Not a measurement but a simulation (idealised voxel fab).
process module | voxel self aligned vias
cross-section cut | 220 nm wide | cells 5 nm
A cross-section is a grid of square cells, given in bands from the top down. A band is one or more rows of cells.
Each band's line starts with the height of the band's top and of its bottom, in nm. Then come its materials from left to right, each with its width in nm. One material with "throughout" fills the band from edge to edge. "air" is empty space.
Height 0 is the level under which the wafer as received is all one material. The lowest band goes on downwards, as in "0 down".
A width such as "30 to 40" changes by the same amount from each row of cells to the next, from the band's top row to its bottom row.
"no change" after a step means that no cell of the cross-section changed.
closed voids: empty space of 8 cells or more with no open way to the top, each as width x height at its distance from the left edge, in nm
after a step's settings: what the simulator itself notes on the step
overlay nm, on a step with a mask: how far to the right of its planned place the mask lay; to the left if negative
plan
1 op RECEIVE | material Si
2 op CONFORMAL_DEP | material SiO2 | thk nm 15
3 op CONFORMAL_DEP | material SiCN | thk nm 5
4 op DIRECTIONAL_DEP | material SiO2 | thk nm 30
5 op PATTERN | tone open | mask id LINES | material resist | width nm 20 | pitch nm 50 | thk nm 15 | overlay nm 0
6 op DIRECTIONAL_ETCH | etch materials SiO2 | depth nm 30
7 op STRIP | etch materials resist
8 op CONFORMAL_DEP | material TiN | thk nm 5
9 op FILL_DEP | material Ru | thk nm 5
10 op CMP | height nm 50
11 op SELECTIVE_ETCH | etch materials W Ru TiN | depth nm 10
12 op FILL_DEP | material SiN | thk nm 10
13 op CMP | height nm 50
14 op DIRECTIONAL_DEP | material SiO2 | thk nm 20
15 op DIRECTIONAL_DEP | material aC | thk nm 10
16 op PATTERN | tone open | mask id VIAS | material resist | width nm 30 | thk nm 30 | overlay nm 0
17 op DIRECTIONAL_ETCH | etch materials aC | depth nm 10
18 op STRIP | etch materials resist
19 op DIRECTIONAL_ETCH | etch materials SiO2 | depth nm 20
20 op DIRECTIONAL_ETCH | etch materials SiN | depth nm 10
21 op STRIP | etch materials aC
22 op CONFORMAL_DEP | material TiN | thk nm 5
23 op FILL_DEP | material Ru | thk nm 5
24 op CMP | height nm 70
25 op CONFORMAL_DEP | material SiCN | thk nm 5
first wafer, as planned
as received, after step 1
  0 down: Si throughout
  closed voids: none
after step 2
  15 to 0: SiO2 throughout
  below 0: unchanged
after step 3
  20 to 15: SiCN throughout
  below 15: unchanged
after step 4
  50 to 20: SiO2 throughout
  below 20: unchanged
after step 5
  65 to 50: resist 75 | air 20 | resist 30 | air 20 | resist 75
  below 50: unchanged
after step 6
  65 to 50: resist 75 | air 20 | resist 30 | air 20 | resist 75
  50 to 20: SiO2 75 | air 20 | SiO2 30 | air 20 | SiO2 75
  below 20: unchanged
after step 7
  50 to 20: SiO2 75 | air 20 | SiO2 30 | air 20 | SiO2 75
  below 20: unchanged
after step 8
  55 to 50: TiN 80 | air 10 | TiN 40 | air 10 | TiN 80
  50 to 25: SiO2 75 | TiN 5 | air 10 | TiN 5 | SiO2 30 | TiN 5 | air 10 | TiN 5 | SiO2 75
  25 to 20: SiO2 75 | TiN 20 | SiO2 30 | TiN 20 | SiO2 75
  below 20: unchanged
after step 9
  60 to 55: Ru throughout
  55 to 50: TiN 80 | Ru 10 | TiN 40 | Ru 10 | TiN 80
  50 to 25: SiO2 75 | TiN 5 | Ru 10 | TiN 5 | SiO2 30 | TiN 5 | Ru 10 | TiN 5 | SiO2 75
  below 25: unchanged
after step 10
  50 to 25: SiO2 75 | TiN 5 | Ru 10 | TiN 5 | SiO2 30 | TiN 5 | Ru 10 | TiN 5 | SiO2 75
  below 25: unchanged
after step 11
  50 to 40: SiO2 75 | air 20 | SiO2 30 | air 20 | SiO2 75
  below 40: unchanged
after step 12
  60 to 50: SiN throughout
  50 to 40: SiO2 75 | SiN 20 | SiO2 30 | SiN 20 | SiO2 75
  below 40: unchanged
after step 13
  50 to 40: SiO2 75 | SiN 20 | SiO2 30 | SiN 20 | SiO2 75
  below 40: unchanged
after step 14
  70 to 50: SiO2 throughout
  below 50: unchanged
after step 15
  80 to 70: aC throughout
  below 70: unchanged
after step 16
  110 to 80: resist 70 | air 30 | resist 120
  below 80: unchanged
after step 17
  100 to 80: resist 70 | air 30 | resist 120
  80 to 70: aC 70 | air 30 | aC 120
  below 70: unchanged
after step 18
  80 to 70: aC 70 | air 30 | aC 120
  below 70: unchanged
after step 19
  80 to 70: aC 70 | air 30 | aC 120
  70 to 50: SiO2 70 | air 30 | SiO2 120
  below 50: unchanged
after step 20
  80 to 70: aC 70 | air 30 | aC 120
  70 to 50: SiO2 70 | air 30 | SiO2 120
  50 to 40: SiO2 75 | air 20 | SiO2 30 | SiN 20 | SiO2 75
  below 40: unchanged
after step 21
  70 to 50: SiO2 70 | air 30 | SiO2 120
  below 50: unchanged
after step 22
  75 to 70: TiN 75 | air 20 | TiN 125
  70 to 55: SiO2 70 | TiN 5 | air 20 | TiN 5 | SiO2 120
  55 to 50: SiO2 70 | TiN 10 | air 10 | TiN 10 | SiO2 120
  50 to 45: SiO2 75 | TiN 5 | air 10 | TiN 5 | SiO2 30 | SiN 20 | SiO2 75
  45 to 40: SiO2 75 | TiN 20 | SiO2 30 | SiN 20 | SiO2 75
  below 40: unchanged
after step 23
  80 to 75: Ru throughout
  75 to 70: TiN 75 | Ru 20 | TiN 125
  70 to 55: SiO2 70 | TiN 5 | Ru 20 | TiN 5 | SiO2 120
  55 to 50: SiO2 70 | TiN 10 | Ru 10 | TiN 10 | SiO2 120
  50 to 45: SiO2 75 | TiN 5 | Ru 10 | TiN 5 | SiO2 30 | SiN 20 | SiO2 75
  below 45: unchanged
after step 24
  70 to 55: SiO2 70 | TiN 5 | Ru 20 | TiN 5 | SiO2 120
  below 55: unchanged
after step 25
  75 to 70: SiCN throughout
  below 70: unchanged
second wafer: like start, like plan, one mistake. Through step 4 it matches the first wafer
when step 5 should have ended
  65 to 50: air 75 | resist 20 | air 30 | resist 20 | air 75
  below 50: unchanged
when step 6 should have ended
  65 to 50: air 75 | resist 20 | air 30 | resist 20 | air 75
  50 to 20: air 75 | SiO2 20 | air 30 | SiO2 20 | air 75
  below 20: unchanged
when step 7 should have ended
  50 to 20: air 75 | SiO2 20 | air 30 | SiO2 20 | air 75
  below 20: unchanged
when step 8 should have ended
  55 to 50: air 70 | TiN 30 | air 20 | TiN 30 | air 70
  50 to 25: air 70 | TiN 5 | SiO2 20 | TiN 5 | air 20 | TiN 5 | SiO2 20 | TiN 5 | air 70
  25 to 20: TiN 75 | SiO2 20 | TiN 30 | SiO2 20 | TiN 75
  below 20: unchanged
when step 9 should have ended
  60 to 55: Ru throughout
  55 to 50: Ru 70 | TiN 30 | Ru 20 | TiN 30 | Ru 70
  50 to 25: Ru 70 | TiN 5 | SiO2 20 | TiN 5 | Ru 20 | TiN 5 | SiO2 20 | TiN 5 | Ru 70
  below 25: unchanged
when step 10 should have ended
  50 to 25: Ru 70 | TiN 5 | SiO2 20 | TiN 5 | Ru 20 | TiN 5 | SiO2 20 | TiN 5 | Ru 70
  below 25: unchanged
when step 11 should have ended
  50 to 40: air 75 | SiO2 20 | air 30 | SiO2 20 | air 75
  below 40: unchanged
when step 12 should have ended
  60 to 50: SiN throughout
  50 to 40: SiN 75 | SiO2 20 | SiN 30 | SiO2 20 | SiN 75
  below 40: unchanged
when step 13 should have ended
  50 to 40: SiN 75 | SiO2 20 | SiN 30 | SiO2 20 | SiN 75
  below 40: unchanged
when step 14 should have ended
  70 to 50: SiO2 throughout
  below 50: unchanged
when step 15 should have ended
  80 to 70: aC throughout
  below 70: unchanged
when step 16 should have ended
  110 to 80: resist 70 | air 30 | resist 120
  below 80: unchanged
when step 17 should have ended
  100 to 80: resist 70 | air 30 | resist 120
  80 to 70: aC 70 | air 30 | aC 120
  below 70: unchanged
when step 18 should have ended
  80 to 70: aC 70 | air 30 | aC 120
  below 70: unchanged
when step 19 should have ended
  80 to 70: aC 70 | air 30 | aC 120
  70 to 50: SiO2 70 | air 30 | SiO2 120
  below 50: unchanged
when step 20 should have ended
  80 to 70: aC 70 | air 30 | aC 120
  70 to 50: SiO2 70 | air 30 | SiO2 120
  50 to 40: SiN 70 | air 5 | SiO2 20 | air 5 | SiN 25 | SiO2 20 | SiN 75
  below 40: unchanged
when step 21 should have ended
  70 to 50: SiO2 70 | air 30 | SiO2 120
  below 50: unchanged
when step 22 should have ended
  75 to 70: TiN 75 | air 20 | TiN 125
  70 to 55: SiO2 70 | TiN 5 | air 20 | TiN 5 | SiO2 120
  55 to 50: SiO2 70 | TiN 30 | SiO2 120
  50 to 40: SiN 70 | TiN 5 | SiO2 20 | TiN 5 | SiN 25 | SiO2 20 | SiN 75
  below 40: unchanged
when step 23 should have ended
  80 to 75: Ru throughout
  75 to 70: TiN 75 | Ru 20 | TiN 125
  70 to 55: SiO2 70 | TiN 5 | Ru 20 | TiN 5 | SiO2 120
  below 55: unchanged
when step 24 should have ended
  70 to 55: SiO2 70 | TiN 5 | Ru 20 | TiN 5 | SiO2 120
  below 55: unchanged
when step 25 should have ended
  75 to 70: SiCN throughout
  below 70: unchanged
what went wrong: step 5 ran as: op PATTERN | tone cover | mask id LINES | material resist | width nm 20 | pitch nm 50 | thk nm 15 | overlay nm 0
at the end the second wafer has, in cells: 80 more of Ru | 60 more of SiN | 168 fewer of SiO2 | 28 more of TiN
